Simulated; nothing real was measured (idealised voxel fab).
Module name: voxel self aligned vias (process module)
Section shown: cut. Width: 220 nm. Cell size: 5 nm, square.
Think of the cross-section as a grid of square cells. We describe it in bands, top to bottom, and each band covers one or more rows of those cells.
Top, bottom (nm), then materials left to right with widths (nm); lone material tagged "everywhere" fills the whole band edge to edge; "air" = empty space.
Note: height 0 marks the level under which the wafer is uniformly one material as received. Lowest band unbounded below, written "0 nm and below".
Quick explanation for "30->40": the width changes in equal steps down the rows of cells, from the first number in the band's top row to the second number in its bottom row.
It should be understood that the words "nothing was modified", when stated for a given step, signify that the cross-section underwent no change in any of its cells during that step.
Closed-off voids of 8+ cells (no open route to the top) go in "Catalogued sealed voids", written width x height at distance from the left edge, in nm.
It should be noted that, on the line of a given step, the content following the step's settings is a remark produced by the simulator itself with respect to that step.
overlay nm, on a step with a mask: how far to the right of its planned place the mask lay; to the left if negative
The steps planned for the process are as follows
step 1: RECEIVE: material Si
step 2: CONFORMAL_DEP: material SiO2, thk nm 15
step 3: CONFORMAL_DEP: material SiCN, thk nm 5
step 4: DIRECTIONAL_DEP: material SiO2, thk nm 30
step 5: PATTERN: tone open, mask id LINES, material resist, width nm 20, pitch nm 50, thk nm 15, overlay nm 0
step 6: DIRECTIONAL_ETCH: etch materials SiO2, depth nm 30
step 7: STRIP: etch materials resist
step 8: CONFORMAL_DEP: material TiN, thk nm 5
step 9: FILL_DEP: material Ru, thk nm 5
step 10: CMP: height nm 50
step 11: SELECTIVE_ETCH: etch materials W Ru TiN, depth nm 10
step 12: FILL_DEP: material SiN, thk nm 10
step 13: CMP: height nm 50
step 14: DIRECTIONAL_DEP: material SiO2, thk nm 20
step 15: DIRECTIONAL_DEP: material aC, thk nm 10
step 16: PATTERN: tone open, mask id VIAS, material resist, width nm 30, thk nm 30, overlay nm 0
step 17: DIRECTIONAL_ETCH: etch materials aC, depth nm 10
step 18: STRIP: etch materials resist
step 19: DIRECTIONAL_ETCH: etch materials SiO2, depth nm 20
step 20: DIRECTIONAL_ETCH: etch materials SiN, depth nm 10
step 21: STRIP: etch materials aC
step 22: CONFORMAL_DEP: material TiN, thk nm 5
step 23: FILL_DEP: material Ru, thk nm 5
step 24: CMP: height nm 70
step 25: CONFORMAL_DEP: material SiCN, thk nm 5
So this is the incoming wafer in cross-section - it's already been through step 1
- 0 nm and below: Si everywhere
- Catalogued sealed voids: none
Cross-section: first of two wafers, module finished, run according to plan
- 75 nm to 70 nm: SiCN everywhere
- 70 nm to 55 nm: 70 nm SiO2 | 5 nm TiN | 20 nm Ru | 5 nm TiN | 120 nm SiO2
- 55 nm to 50 nm: 70 nm SiO2 | 10 nm TiN | 10 nm Ru | 10 nm TiN | 120 nm SiO2
- 50 nm to 45 nm: 75 nm SiO2 | 5 nm TiN | 10 nm Ru | 5 nm TiN | 30 nm SiO2 | 20 nm SiN | 75 nm SiO2
- 45 nm to 40 nm: 75 nm SiO2 | 20 nm TiN | 30 nm SiO2 | 20 nm SiN | 75 nm SiO2
- 40 nm to 25 nm: 75 nm SiO2 | 5 nm TiN | 10 nm Ru | 5 nm TiN | 30 nm SiO2 | 5 nm TiN | 10 nm Ru | 5 nm TiN | 75 nm SiO2
- 25 nm to 20 nm: 75 nm SiO2 | 20 nm TiN | 30 nm SiO2 | 20 nm TiN | 75 nm SiO2
- 20 nm to 15 nm: SiCN everywhere
- 15 nm to 0 nm: SiO2 everywhere
- 0 nm and below: Si everywhere
- Catalogued sealed voids: none
Cross-section, wafer two of two, end of module: same start and plan as wafer one, one error in execution
- 75 nm to 70 nm: SiCN everywhere
- 70 nm to 55 nm: 70 nm SiO2 | 5 nm TiN | 20 nm Ru | 5 nm TiN | 120 nm SiO2
- 55 nm to 50 nm: 70 nm SiO2 | 10 nm TiN | 10 nm Ru | 10 nm TiN | 120 nm SiO2
- 50 nm to 45 nm: 75 nm SiO2 | 5 nm TiN | 10 nm Ru | 5 nm TiN | 30 nm SiO2 | 20 nm SiN | 75 nm SiO2
- 45 nm to 40 nm: 75 nm SiO2 | 20 nm TiN | 30 nm SiO2 | 20 nm SiN | 75 nm SiO2
- 40 nm to 35 nm: 75 nm SiO2 | 20 nm TiN | 30 nm SiO2 | 20 nm TiN | 75 nm SiO2
- 35 nm to 30 nm: SiCN everywhere
- 30 nm to 0 nm: SiO2 everywhere
- 0 nm and below: Si everywhere
- Catalogued sealed voids: none
What was done differently from what was planned? step 2 of the plan was performed twice
Bottom line after processing is that, in cells, the second wafer is up or down on some materials versus the first: Ru -12; SiO2 +24; TiN -12
